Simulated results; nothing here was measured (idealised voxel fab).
process module | voxel self aligned contacts
cross-section cut | 180 nm wide | cells 5 nm
A cross-section is a grid of square cells, given in bands from the top down. A band is one or more rows of cells.
Each band's line starts with the height of the band's top and of its bottom, in nm. Then come its materials from left to right, each with its width in nm. One material with "throughout" fills the band from edge to edge. "air" is empty space.
Height 0 is the level under which the wafer as received is all one material. The lowest band goes on downwards, as in "0 down".
A width such as "30 to 40" changes by the same amount from each row of cells to the next, from the band's top row to its bottom row.
"no change" after a step means that no cell of the cross-section changed.
closed voids: empty space of 8 cells or more with no open way to the top, each as width x height at its distance from the left edge, in nm
after a step's settings: what the simulator itself notes on the step
overlay nm, on a step with a mask: how far to the right of its planned place the mask lay; to the left if negative
plan
1 op RECEIVE | material Si
2 op CONFORMAL_DEP | material SiO2 | thk nm 5
3 op DIRECTIONAL_DEP | material polySi | thk nm 30
4 op DIRECTIONAL_DEP | material SiN | thk nm 20
5 op MASKED_ETCH | tone cover | mask id GATE | width nm 30 | pitch nm 65 | etch materials SiN | depth nm 20 | overlay nm 0
6 op MASKED_ETCH | tone cover | mask id GATE | width nm 30 | pitch nm 65 | etch materials polySi | depth nm 30 | overlay nm 0
7 op CONFORMAL_DEP | material SiN | thk nm 10
8 op DIRECTIONAL_ETCH | etch materials SiN | depth nm 10
9 op FILL_DEP | material SiO2 | thk nm 15
10 op CMP | height nm 65
11 op PATTERN | tone open | mask id CONTACT | material resist | width nm 45 | thk nm 20 | overlay nm 0
12 op DIRECTIONAL_ETCH | etch materials SiO2 | depth nm 65
13 op STRIP | etch materials resist
14 op CONFORMAL_DEP | material TiN | thk nm 5
15 op FILL_DEP | material Ru | thk nm 10
16 op CMP | height nm 65
17 op CONFORMAL_DEP | material SiN | thk nm 5
varied across the wafers: thk nm of step 14. The plan shows the first wafer's value. All wafers start alike
first wafer as received, after step 1
  0 down: Si throughout
  closed voids: none
first wafer at the end, after step 17
  70 to 65: SiN throughout
  65 to 55: SiO2 65 | TiN 5 to 20 | Ru 35 to 5 | TiN 5 to 20 | SiO2 70
  55 to 35: SiO2 30 | SiN 50 | TiN 5 | Ru 5 | TiN 5 | SiN 50 | SiO2 35
  35 to 5: SiO2 30 | SiN 10 | polySi 30 | SiN 10 | TiN 5 | Ru 5 | TiN 5 | SiN 10 | polySi 30 | SiN 10 | SiO2 35
  5 to 0: SiO2 80 | TiN 15 | SiO2 85
  0 down: Si throughout
  closed voids: none
last wafer at the end
  70 to 65: SiN throughout
  65 to 55: SiO2 65 | TiN 45 | SiO2 70
  55 to 35: SiO2 30 | SiN 50 | TiN 15 | SiN 50 | SiO2 35
  35 to 5: SiO2 30 | SiN 10 | polySi 30 | SiN 10 | TiN 15 | SiN 10 | polySi 30 | SiN 10 | SiO2 35
  5 to 0: SiO2 80 | TiN 15 | SiO2 85
  0 down: Si throughout
  closed voids: none
each wafer at the end: cells of each material gained (+) or lost (-) since it was received, then its closed voids
thk nm 5 | +18 Ru | +164 SiN | +217 SiO2 | +33 TiN | +72 polySi | closed voids: none
thk nm 10 | +164 SiN | +217 SiO2 | +51 TiN | +72 polySi | closed voids: none
thk nm 15 | +164 SiN | +217 SiO2 | +51 TiN | +72 polySi | closed voids: none
thk nm 20 | +164 SiN | +217 SiO2 | +51 TiN | +72 polySi | closed voids: none
